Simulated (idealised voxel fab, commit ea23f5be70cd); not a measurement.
Process module under the name voxel capacitor over wiring
Pictured: cross-section cut, 275 nm wide, on a grid of 5 nm square cells.
Heads up, the way a cross-section reads in here is a grid of square cells, handed over as bands from the top down, with every band being one or more rows of cells. Basically the band line says how high the top is and how high the bottom is, in nm, and then what's in it from left to right, every material with its width in nm. Empty space shows up as "blank", and if a single material carries "edge to edge" it runs the full band edge to edge. Counting heights begins at 0, where everything beneath is, in the wafer as received, one material. The lowest band has no bottom; it goes on downwards, as "0 down" shows. Read "30..40" as a graded width: first number on top, second number at the bottom, same change between each pair of neighbouring rows. Where the words "no modification" appear for a step, the cross-section shows no cell changed by that step; every cell remained as before. Any empty space of 8 cells or more lacking an open way to the top shows up in "Unvented internal voids" as width x height at distance, distance from the left edge, in nm. Where a step's line continues beyond its settings, the continuation is a remark by the simulator itself on that step. overlay nm: where the mask lay relative to plan, measured to the right, on steps with a mask; negatives go left.

So here's the lineup of process steps we planned
1. RECEIVE: material Si
2. CONFORMAL_DEP: material SiO2, thk nm 15
3. DIRECTIONAL_DEP: material TiN, thk nm 5
4. DIRECTIONAL_DEP: material Ru, thk nm 25
5. PATTERN: tone cover, mask id METAL_1, material resist, width nm 30, pitch nm 100, thk nm 20, overlay nm 0
6. DIRECTIONAL_ETCH: etch materials Ru, depth nm 25
7. DIRECTIONAL_ETCH: etch materials TiN, depth nm 5
8. STRIP: etch materials resist
9. FILL_DEP: material lowk, thk nm 10
10. CMP: height nm 45
11. CONFORMAL_DEP: material SiCN, thk nm 5
12. DIRECTIONAL_DEP: material SiO2, thk nm 20
13. MASKED_ETCH: tone open, mask id PLUG_1, width nm 15, etch materials SiO2, depth nm 20, overlay nm 0
14. MASKED_ETCH: tone open, mask id PLUG_1, width nm 15, etch materials SiCN, depth nm 5, overlay nm 0
15. CONFORMAL_DEP: material TiN, thk nm 5
16. FILL_DEP: material W, thk nm 10
17. CMP: height nm 70
18. DIRECTIONAL_DEP: material TiN, thk nm 5
19. DIRECTIONAL_DEP: material SiN, thk nm 5
20. DIRECTIONAL_DEP: material TiN, thk nm 5
21. PATTERN: tone cover, mask id UPPER_PLATE, material resist, width nm 75, thk nm 15, overlay nm 0
22. DIRECTIONAL_ETCH: etch materials TiN, depth nm 5
23. DIRECTIONAL_ETCH: etch materials SiN, depth nm 5
24. STRIP: etch materials resist
25. MASKED_ETCH: tone cover, mask id LOWER_PLATE, width nm 85, etch materials TiN, depth nm 5, overlay nm 0
26. FILL_DEP: material SiO2, thk nm 20
27. CMP: height nm 100
28. DIRECTIONAL_DEP: material aC, thk nm 15
29. PATTERN: tone open, mask id PLUG_2, material resist, width nm 15, thk nm 35, overlay nm 0
30. DIRECTIONAL_ETCH: etch materials aC, depth nm 15
31. STRIP: etch materials resist
32. DIRECTIONAL_ETCH: etch materials SiO2, depth nm 15
33. STRIP: etch materials aC
34. CONFORMAL_DEP: material TiN, thk nm 5
35. FILL_DEP: material W, thk nm 10
36. CMP: height nm 100
37. CONFORMAL_DEP: material SiN, thk nm 5

The first wafer of two, processed as planned

Cross-sectional view of the wafer in its as-received condition, corresponding to the state after step 1
0 down | Si edge to edge
Unvented internal voids: none

Once step 2 is through, the wafer looks like this in cross-section
15 to 0 | SiO2 edge to edge
Nothing below the height 0 has changed.

Once step 3 is through, the wafer looks like this in cross-section
20 to 15 | TiN edge to edge
Nothing below the height 15 has changed.

Once step 4 is through, the wafer looks like this in cross-section
45 to 20 | Ru edge to edge
Nothing below the height 20 has changed.

Once step 5 is through, the wafer looks like this in cross-section
65 to 45 | blank: 70 | resist: 30 | blank: 70 | resist: 30 | blank: 75
Nothing below the height 45 has changed.

Once step 6 is through, the wafer looks like this in cross-section
65 to 45 | blank: 70 | resist: 30 | blank: 70 | resist: 30 | blank: 75
45 to 20 | blank: 70 | Ru: 30 | blank: 70 | Ru: 30 | blank: 75
Nothing below the height 20 has changed.

Once step 7 is through, the wafer looks like this in cross-section
65 to 45 | blank: 70 | resist: 30 | blank: 70 | resist: 30 | blank: 75
45 to 20 | blank: 70 | Ru: 30 | blank: 70 | Ru: 30 | blank: 75
20 to 15 | blank: 70 | TiN: 30 | blank: 70 | TiN: 30 | blank: 75
Nothing below the height 15 has changed.

Once step 8 is through, the wafer looks like this in cross-section
45 to 20 | blank: 70 | Ru: 30 | blank: 70 | Ru: 30 | blank: 75
Nothing below the height 20 has changed.

Once step 9 is through, the wafer looks like this in cross-section
55 to 45 | lowk edge to edge
45 to 20 | lowk: 70 | Ru: 30 | lowk: 70 | Ru: 30 | lowk: 75
20 to 15 | lowk: 70 | TiN: 30 | lowk: 70 | TiN: 30 | lowk: 75
Nothing below the height 15 has changed.

Once step 10 is through, the wafer looks like this in cross-section
45 to 20 | lowk: 70 | Ru: 30 | lowk: 70 | Ru: 30 | lowk: 75
Nothing below the height 20 has changed.

Once step 11 is through, the wafer looks like this in cross-section
50 to 45 | SiCN edge to edge
Nothing below the height 45 has changed.

Once step 12 is through, the wafer looks like this in cross-section
70 to 50 | SiO2 edge to edge
Nothing below the height 50 has changed.

Once step 13 is through, the wafer looks like this in cross-section
70 to 50 | SiO2: 85 | blank: 15 | SiO2: 175
Nothing below the height 50 has changed.

Once step 14 is through, the wafer looks like this in cross-section
70 to 50 | SiO2: 85 | blank: 15 | SiO2: 175
50 to 45 | SiCN: 85 | blank: 15 | SiCN: 175
Nothing below the height 45 has changed.

Once step 15 is through, the wafer looks like this in cross-section
75 to 70 | TiN: 90 | blank: 5 | TiN: 180
70 to 50 | SiO2: 85 | TiN: 5 | blank: 5 | TiN: 5 | SiO2: 175
50 to 45 | SiCN: 85 | TiN: 15 | SiCN: 175
Nothing below the height 45 has changed.

Once step 16 is through, the wafer looks like this in cross-section
85 to 75 | W edge to edge
75 to 70 | TiN: 90 | W: 5 | TiN: 180
70 to 50 | SiO2: 85 | TiN: 5 | W: 5 | TiN: 5 | SiO2: 175
Nothing below the height 50 has changed.

Once step 17 is through, the wafer looks like this in cross-section
70 to 50 | SiO2: 85 | TiN: 5 | W: 5 | TiN: 5 | SiO2: 175
Nothing below the height 50 has changed.

Once step 18 is through, the wafer looks like this in cross-section
75 to 70 | TiN edge to edge
Nothing below the height 70 has changed.

Once step 19 is through, the wafer looks like this in cross-section
80 to 75 | SiN edge to edge
Nothing below the height 75 has changed.

Once step 20 is through, the wafer looks like this in cross-section
85 to 80 | TiN edge to edge
Nothing below the height 80 has changed.

Once step 21 is through, the wafer looks like this in cross-section
100 to 85 | blank: 85 | resist: 75 | blank: 115
Nothing below the height 85 has changed.

Once step 22 is through, the wafer looks like this in cross-section
100 to 85 | blank: 85 | resist: 75 | blank: 115
85 to 80 | blank: 85 | TiN: 75 | blank: 115
Nothing below the height 80 has changed.

Once step 23 is through, the wafer looks like this in cross-section
100 to 85 | blank: 85 | resist: 75 | blank: 115
85 to 80 | blank: 85 | TiN: 75 | blank: 115
80 to 75 | blank: 85 | SiN: 75 | blank: 115
Nothing below the height 75 has changed.

Once step 24 is through, the wafer looks like this in cross-section
85 to 80 | blank: 85 | TiN: 75 | blank: 115
Nothing below the height 80 has changed.

Once step 25 is through, the wafer looks like this in cross-section
85 to 80 | blank: 85 | TiN: 75 | blank: 115
80 to 75 | blank: 85 | SiN: 75 | blank: 115
75 to 70 | blank: 80 | TiN: 85 | blank: 110
Nothing below the height 70 has changed.

Once step 26 is through, the wafer looks like this in cross-section
105 to 85 | SiO2 edge to edge
85 to 80 | SiO2: 85 | TiN: 75 | SiO2: 115
80 to 75 | SiO2: 85 | SiN: 75 | SiO2: 115
75 to 70 | SiO2: 80 | TiN: 85 | SiO2: 110
Nothing below the height 70 has changed.

Once step 27 is through, the wafer looks like this in cross-section
100 to 85 | SiO2 edge to edge
Nothing below the height 85 has changed.

Once step 28 is through, the wafer looks like this in cross-section
115 to 100 | aC edge to edge
Nothing below the height 100 has changed.

Once step 29 is through, the wafer looks like this in cross-section
150 to 115 | resist: 95 | blank: 15 | resist: 165
Nothing below the height 115 has changed.

Once step 30 is through, the wafer looks like this in cross-section
135 to 115 | resist: 95 | blank: 15 | resist: 165
115 to 100 | aC: 95 | blank: 15 | aC: 165
Nothing below the height 100 has changed.

Once step 31 is through, the wafer looks like this in cross-section
115 to 100 | aC: 95 | blank: 15 | aC: 165
Nothing below the height 100 has changed.

Once step 32 is through, the wafer looks like this in cross-section
115 to 100 | aC: 95 | blank: 15 | aC: 165
100 to 85 | SiO2: 95 | blank: 15 | SiO2: 165
Nothing below the height 85 has changed.

Once step 33 is through, the wafer looks like this in cross-section
100 to 85 | SiO2: 95 | blank: 15 | SiO2: 165
Nothing below the height 85 has changed.

Once step 34 is through, the wafer looks like this in cross-section
105 to 100 | TiN: 100 | blank: 5 | TiN: 170
100 to 90 | SiO2: 95 | TiN: 5 | blank: 5 | TiN: 5 | SiO2: 165
90 to 80 | SiO2: 95..85 | TiN: 15..75 | SiO2: 165..115
Nothing below the height 80 has changed.

Once step 35 is through, the wafer looks like this in cross-section
115 to 105 | W edge to edge
105 to 100 | TiN: 100 | W: 5 | TiN: 170
100 to 90 | SiO2: 95 | TiN: 5 | W: 5 | TiN: 5 | SiO2: 165
Nothing below the height 90 has changed.

Once step 36 is through, the wafer looks like this in cross-section
100 to 90 | SiO2: 95 | TiN: 5 | W: 5 | TiN: 5 | SiO2: 165
Nothing below the height 90 has changed.

Once step 37 is through, the wafer looks like this in cross-section
105 to 100 | SiN edge to edge
Nothing below the height 100 has changed.

It is to be noted that the second wafer proceeded from the same initial state and according to the same plan as the first, although one mistake was committed in its execution; through step 13, inclusive, the two wafers share an identical history

Cross-section of the second wafer at the time step 14 of the plan should have ended
70 to 50 | SiO2: 85 | blank: 15 | SiO2: 175
50 to 45 | SiCN: 90 | blank: 10 | SiCN: 175
Nothing below the height 45 has changed.

Cross-section of the second wafer at the time step 15 of the plan should have ended
75 to 70 | TiN: 90 | blank: 5 | TiN: 180
70 to 55 | SiO2: 85 | TiN: 5 | blank: 5 | TiN: 5 | SiO2: 175
55 to 50 | SiO2: 85 | TiN: 15 | SiO2: 175
50 to 45 | SiCN: 90 | TiN: 10 | SiCN: 175
Nothing below the height 45 has changed.

Cross-section of the second wafer at the time step 16 of the plan should have ended
85 to 75 | W edge to edge
75 to 70 | TiN: 90 | W: 5 | TiN: 180
70 to 55 | SiO2: 85 | TiN: 5 | W: 5 | TiN: 5 | SiO2: 175
Nothing below the height 55 has changed.

Cross-section of the second wafer at the time step 17 of the plan should have ended
70 to 55 | SiO2: 85 | TiN: 5 | W: 5 | TiN: 5 | SiO2: 175
Nothing below the height 55 has changed.

Cross-section of the second wafer at the time step 18 of the plan should have ended
75 to 70 | TiN edge to edge
Nothing below the height 70 has changed.

Cross-section of the second wafer at the time step 19 of the plan should have ended
80 to 75 | SiN edge to edge
Nothing below the height 75 has changed.

Cross-section of the second wafer at the time step 20 of the plan should have ended
85 to 80 | TiN edge to edge
Nothing below the height 80 has changed.

Cross-section of the second wafer at the time step 21 of the plan should have ended
100 to 85 | blank: 85 | resist: 75 | blank: 115
Nothing below the height 85 has changed.

Cross-section of the second wafer at the time step 22 of the plan should have ended
100 to 85 | blank: 85 | resist: 75 | blank: 115
85 to 80 | blank: 85 | TiN: 75 | blank: 115
Nothing below the height 80 has changed.

Cross-section of the second wafer at the time step 23 of the plan should have ended
100 to 85 | blank: 85 | resist: 75 | blank: 115
85 to 80 | blank: 85 | TiN: 75 | blank: 115
80 to 75 | blank: 85 | SiN: 75 | blank: 115
Nothing below the height 75 has changed.

Cross-section of the second wafer at the time step 24 of the plan should have ended
85 to 80 | blank: 85 | TiN: 75 | blank: 115
Nothing below the height 80 has changed.

Cross-section of the second wafer at the time step 25 of the plan should have ended
85 to 80 | blank: 85 | TiN: 75 | blank: 115
80 to 75 | blank: 85 | SiN: 75 | blank: 115
75 to 70 | blank: 80 | TiN: 85 | blank: 110
Nothing below the height 70 has changed.

Cross-section of the second wafer at the time step 26 of the plan should have ended
105 to 85 | SiO2 edge to edge
85 to 80 | SiO2: 85 | TiN: 75 | SiO2: 115
80 to 75 | SiO2: 85 | SiN: 75 | SiO2: 115
75 to 70 | SiO2: 80 | TiN: 85 | SiO2: 110
Nothing below the height 70 has changed.

Cross-section of the second wafer at the time step 27 of the plan should have ended
100 to 85 | SiO2 edge to edge
Nothing below the height 85 has changed.

Cross-section of the second wafer at the time step 28 of the plan should have ended
115 to 100 | aC edge to edge
Nothing below the height 100 has changed.

Cross-section of the second wafer at the time step 29 of the plan should have ended
150 to 115 | resist: 95 | blank: 15 | resist: 165
Nothing below the height 115 has changed.

Cross-section of the second wafer at the time step 30 of the plan should have ended
135 to 115 | resist: 95 | blank: 15 | resist: 165
115 to 100 | aC: 95 | blank: 15 | aC: 165
Nothing below the height 100 has changed.

Cross-section of the second wafer at the time step 31 of the plan should have ended
115 to 100 | aC: 95 | blank: 15 | aC: 165
Nothing below the height 100 has changed.

Cross-section of the second wafer at the time step 32 of the plan should have ended
115 to 100 | aC: 95 | blank: 15 | aC: 165
100 to 85 | SiO2: 95 | blank: 15 | SiO2: 165
Nothing below the height 85 has changed.

Cross-section of the second wafer at the time step 33 of the plan should have ended
100 to 85 | SiO2: 95 | blank: 15 | SiO2: 165
Nothing below the height 85 has changed.

Cross-section of the second wafer at the time step 34 of the plan should have ended
105 to 100 | TiN: 100 | blank: 5 | TiN: 170
100 to 90 | SiO2: 95 | TiN: 5 | blank: 5 | TiN: 5 | SiO2: 165
90 to 80 | SiO2: 95..85 | TiN: 15..75 | SiO2: 165..115
Nothing below the height 80 has changed.

Cross-section of the second wafer at the time step 35 of the plan should have ended
115 to 105 | W edge to edge
105 to 100 | TiN: 100 | W: 5 | TiN: 170
100 to 90 | SiO2: 95 | TiN: 5 | W: 5 | TiN: 5 | SiO2: 165
Nothing below the height 90 has changed.

Cross-section of the second wafer at the time step 36 of the plan should have ended
100 to 90 | SiO2: 95 | TiN: 5 | W: 5 | TiN: 5 | SiO2: 165
Nothing below the height 90 has changed.

Cross-section of the second wafer at the time step 37 of the plan should have ended
105 to 100 | SiN edge to edge
Nothing below the height 100 has changed.
Which mistake was made when the wafer was run? step 14 off recipe, ran as MASKED_ETCH: tone open, mask id PLUG_1, width nm 15, etch materials SiCN, depth nm 5, overlay nm 5
FYI, end of process, the second wafer has more or fewer cells of some materials than the first: SiCN +1, W -1
